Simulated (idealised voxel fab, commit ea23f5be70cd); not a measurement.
process module | voxel ribs on slabs
cross-section cut | 265 nm wide | cells 5 nm
A cross-section is a grid of square cells, given in bands from the top down. A band is one or more rows of cells.
Each band's line starts with the height of the band's top and of its bottom, in nm. Then come its materials from left to right, each with its width in nm. One material with "throughout" fills the band from edge to edge. "air" is empty space.
Height 0 is the level under which the wafer as received is all one material. The lowest band goes on downwards, as in "0 down".
A width such as "30 to 40" changes by the same amount from each row of cells to the next, from the band's top row to its bottom row.
"no change" after a step means that no cell of the cross-section changed.
closed voids: empty space of 8 cells or more with no open way to the top, each as width x height at its distance from the left edge, in nm
after a step's settings: what the simulator itself notes on the step
overlay nm, on a step with a mask: how far to the right of its planned place the mask lay; to the left if negative
plan
1 op RECEIVE | material Si
2 op DIRECTIONAL_DEP | material SiO2 | thk nm 20
3 op DIRECTIONAL_DEP | material SiN | thk nm 25
4 op DIRECTIONAL_DEP | material aC | thk nm 10
5 op PATTERN | tone cover | mask id RIB | material resist | width nm 25 | thk nm 25 | overlay nm 0
6 op DIRECTIONAL_ETCH | etch materials aC | depth nm 10
7 op STRIP | etch materials resist
8 op DIRECTIONAL_ETCH | etch materials SiN | depth nm 20
9 op STRIP | etch materials aC
10 op MASKED_ETCH | tone cover | mask id SLAB | width nm 75 | etch materials SiN | depth nm 5 | overlay nm -15
11 op FILL_DEP | material SiO2 | thk nm 15
12 op CMP | height nm 55
13 op DIRECTIONAL_DEP | material TiN | thk nm 5
14 op MASKED_ETCH | tone cover | mask id HEATER | width nm 35 | etch materials TiN | depth nm 5 | overlay nm 0
15 op CONFORMAL_DEP | material SiO2 | thk nm 5
varied across the wafers: overlay nm of step 10. The plan shows the first wafer's value. All wafers start alike
first wafer as received, after step 1
  0 down: Si throughout
  closed voids: none
each wafer at the end: cells of each material gained (+) or lost (-) since it was received, then its closed voids
overlay nm -15 | +35 SiN | +603 SiO2 | +7 TiN | closed voids: none
overlay nm -10 | +35 SiN | +603 SiO2 | +7 TiN | closed voids: none
overlay nm -5 | +35 SiN | +603 SiO2 | +7 TiN | closed voids: none
overlay nm 0 | +35 SiN | +603 SiO2 | +7 TiN | closed voids: none
overlay nm 5 | +35 SiN | +603 SiO2 | +7 TiN | closed voids: none
overlay nm 10 | +35 SiN | +603 SiO2 | +7 TiN | closed voids: none
overlay nm 15 | +35 SiN | +603 SiO2 | +7 TiN | closed voids: none
